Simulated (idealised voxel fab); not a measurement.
The following is a process module called voxel fin reveal.
260 nm wide, 5 nm square cells: that's cross-section cut.
Bands, listed from the top down, are how a cross-section gets written in this document; the cross-section itself is a grid of square cells, and a band is one or more rows of them.
Each band's line starts with the height of the band's top and of its bottom, in nm. Then come its materials from left to right, each with its width in nm. One material with "edge to edge" fills the band from edge to edge. "air" is empty space.
Where do heights start? At 0: under that level the wafer as delivered is made of one material only. And the lowest band has no floor; it just carries on downward, as in "z 0 and below".
Width spec "30..40" -> top row of cells at first value, bottom row at second value, equal per-row change in between.
"nothing changed" (step): cross-section cells unchanged, all of them.
The list in "Enclosed void catalog" covers empty spaces of 8 cells or more that cannot reach the top through any open way, and it gives each as width x height at distance; the distance is from the left edge, and width, height and distance are in nm.
That trailing text on a step's line, after the settings, is the simulator's own remark on the step.
Regarding "overlay nm": on a step with a mask, it is the distance the mask lay to the right of its planned place; a negative value places it to the left.
-- Steps in the process plan
| 1 | op RECEIVE | material Si |
| 2 | op CONFORMAL_DEP | material SiN | thk nm 5 |
| 3 | op PATTERN | tone cover | mask id FINS | material resist | width nm 15 | pitch nm 40 | thk nm 20 | overlay nm 0 |
| 4 | op DIRECTIONAL_ETCH | etch materials SiN | depth nm 5 |
| 5 | op DIRECTIONAL_ETCH | etch materials Si | depth nm 30 |
| 6 | op STRIP | etch materials resist |
| 7 | op OXIDIZE | depth nm 5 |
| 8 | op FILL_DEP | material SiO2 | thk nm 15 |
| 9 | op CMP | height nm 5 |
| 10 | op SELECTIVE_ETCH | etch materials SiO2 | depth nm 5 |
| 11 | op STRIP | etch materials SiN |
| 12 | op CONFORMAL_DEP | material HfO2 | thk nm 5 |
Variable across wafers: step 10 depth nm (plan value is that of the first wafer; starting state common to all).
-- After step 1, as received: first of several wafers, cross-section
* z 0 and below = Si edge to edge
* Enclosed void catalog: none
-- Once step 12, the last step, is complete, the module is at its end; this is the cross-section of the first of several wafers
* z 5 to 0 = HfO2 edge to edge
* z 0 to -35 = 85 nm SiO2; 5 nm Si; 35 nm SiO2; 5 nm Si; 35 nm SiO2; 5 nm Si; 90 nm SiO2
* z -35 and below = Si edge to edge
* Enclosed void catalog: none
-- Module end, final wafer: cross-section
* z 5 to 0 = 80 nm air; 15 nm HfO2; 25 nm air; 15 nm HfO2; 25 nm air; 15 nm HfO2; 85 nm air
* z 0 to -20 = 80 nm air; 5 nm HfO2; 5 nm Si; 5 nm HfO2; 25 nm air; 5 nm HfO2; 5 nm Si; 5 nm HfO2; 25 nm air; 5 nm HfO2; 5 nm Si; 5 nm HfO2; 85 nm air
* z -20 to -25 = 85 nm HfO2; 5 nm Si; 35 nm HfO2; 5 nm Si; 35 nm HfO2; 5 nm Si; 90 nm HfO2
* z -25 to -35 = 85 nm SiO2; 5 nm Si; 35 nm SiO2; 5 nm Si; 35 nm SiO2; 5 nm Si; 90 nm SiO2
* z -35 and below = Si edge to edge
* Enclosed void catalog: none
-- Take any row and you have a wafer at the end of the module: how many cells of each material it has gained (+) or lost (-) since it was received, and then its closed voids
depth nm 5, +52 HfO2, -343 Si, +343 SiO2, Enclosed void catalog: none
depth nm 10, +58 HfO2, -343 Si, +294 SiO2, Enclosed void catalog: none
depth nm 15, +64 HfO2, -343 Si, +245 SiO2, Enclosed void catalog: none
depth nm 20, +70 HfO2, -343 Si, +196 SiO2, Enclosed void catalog: none
depth nm 25, +76 HfO2, -343 Si, +147 SiO2, Enclosed void catalog: none
depth nm 30, +82 HfO2, -343 Si, +98 SiO2, Enclosed void catalog: none
